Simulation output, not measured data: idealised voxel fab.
The following is a process module called voxel gate over fins.
Square cells of 5 nm make up the cross-section cut, whose width is 240 nm.
Notation: cross-section as square-cell grid; stated in bands, top first, going down; one or more cell rows per band. Within each band entry, the heights of the top and of the bottom of the band appear first, in that order and in nm; the materials of the band then follow from left to right, each with its corresponding width in nm. The designation "edge to edge" on a single material indicates that it fills the band from edge to edge; the designation "empty" indicates empty space. Where do heights start? At 0: under that level the wafer as delivered is made of one material only. And the lowest band has no floor; it just carries on downward, as in "0 and below". Width "30->40": first value at the band's top row of cells, second value at its bottom row, equal change from row to row. Where the words "nothing changed" appear for a step, the cross-section shows no cell changed by that step; every cell remained as before. Voids not open to the top, 8 cells minimum: see "Completely sealed voids". Written width x height at distance; distance is from the left edge; nm. On a step's line, text after the settings is the simulator commenting on that step. The "overlay nm" setting may appear on a step's line; for a step that uses a mask, it gives how far to the right of its planned position the mask lay, and a negative value indicates the left.

This section lists the process steps that were planned
1 op RECEIVE | material Si
2 op CONFORMAL_DEP | material SiN | thk nm 5
3 op PATTERN | tone cover | mask id FINS | material resist | width nm 15 | pitch nm 55 | thk nm 20 | overlay nm 0
4 op DIRECTIONAL_ETCH | etch materials SiN | depth nm 5
5 op DIRECTIONAL_ETCH | etch materials Si | depth nm 40
6 op STRIP | etch materials resist
7 op FILL_DEP | material SiO2 | thk nm 5
8 op CMP | height nm 5
9 op MASKED_ETCH | tone open | mask id RAIL | width nm 15 | etch materials SiO2 | depth nm 40 | overlay nm 0
10 op CONFORMAL_DEP | material TiN | thk nm 5
11 op FILL_DEP | material W | thk nm 10
12 op CMP | height nm 5
13 op SELECTIVE_ETCH | etch materials W Ru TiN | depth nm 25
14 op FILL_DEP | material SiO2 | thk nm 5
15 op CMP | height nm 5
16 op SELECTIVE_ETCH | etch materials SiO2 | depth nm 20
17 op STRIP | etch materials SiN
18 op CONFORMAL_DEP | material HfO2 | thk nm 5
19 op CONFORMAL_DEP | material TiN | thk nm 5
20 op CONFORMAL_DEP | material TiAl | thk nm 5
21 op CONFORMAL_DEP | material TiN | thk nm 5
22 op FILL_DEP | material W | thk nm 15
23 op CMP | height nm 30
24 op CONFORMAL_DEP | material SiCN | thk nm 5

Cross-sectional view of the wafer in its as-received condition, corresponding to the state after step 1
	0 and below | Si edge to edge
	Completely sealed voids: none

End state of the module in cross-section, given the above starting point and plan and one mistake in execution
	35 down to 30 | SiCN edge to edge
	30 down to 15 | W edge to edge
	15 down to 10 | 40 of W; 45 of TiN; 10 of W; 45 of TiN; 10 of W; 45 of TiN; 45 of W
	10 down to 5 | 40 of W; 5 of TiN; 35 of TiAl; 5 of TiN; 10 of W; 5 of TiN; 35 of TiAl; 5 of TiN; 10 of W; 5 of TiN; 35 of TiAl; 5 of TiN; 45 of W
	5 down to 0 | 40 of W; 5 of TiN; 5 of TiAl; 25 of HfO2; 5 of TiAl; 5 of TiN; 10 of W; 5 of TiN; 5 of TiAl; 25 of HfO2; 5 of TiAl; 5 of TiN; 10 of W; 5 of TiN; 5 of TiAl; 25 of HfO2; 5 of TiAl; 5 of TiN; 45 of W
	0 down to -5 | 45 of TiN; 5 of TiAl; 5 of HfO2; 15 of Si; 5 of HfO2; 5 of TiAl; 20 of TiN; 5 of TiAl; 5 of HfO2; 15 of Si; 5 of HfO2; 5 of TiAl; 20 of TiN; 5 of TiAl; 5 of HfO2; 15 of Si; 5 of HfO2; 5 of TiAl; 50 of TiN
	-5 down to -10 | 50 of TiAl; 5 of HfO2; 15 of Si; 5 of HfO2; 30 of TiAl; 5 of HfO2; 15 of Si; 5 of HfO2; 30 of TiAl; 5 of HfO2; 15 of Si; 5 of HfO2; 55 of TiAl
	-10 down to -15 | 55 of HfO2; 15 of Si; 40 of HfO2; 15 of Si; 40 of HfO2; 15 of Si; 60 of HfO2
	-15 down to -20 | 55 of SiO2; 15 of Si; 40 of SiO2; 15 of Si; 40 of SiO2; 15 of Si; 60 of SiO2
	-20 down to -30 | 55 of SiO2; 15 of Si; 10 of SiO2; 5 of TiN; 5 of W; 5 of TiN; 15 of SiO2; 15 of Si; 40 of SiO2; 15 of Si; 60 of SiO2
	-30 down to -35 | 55 of SiO2; 15 of Si; 10 of SiO2; 15 of TiN; 15 of SiO2; 15 of Si; 40 of SiO2; 15 of Si; 60 of SiO2
	-35 down to -40 | 55 of SiO2; 15 of Si; 40 of SiO2; 15 of Si; 40 of SiO2; 15 of Si; 60 of SiO2
	-40 and below | Si edge to edge
	Completely sealed voids: none
Deviation from plan: step 19 of the plan never got run, it was skipped over
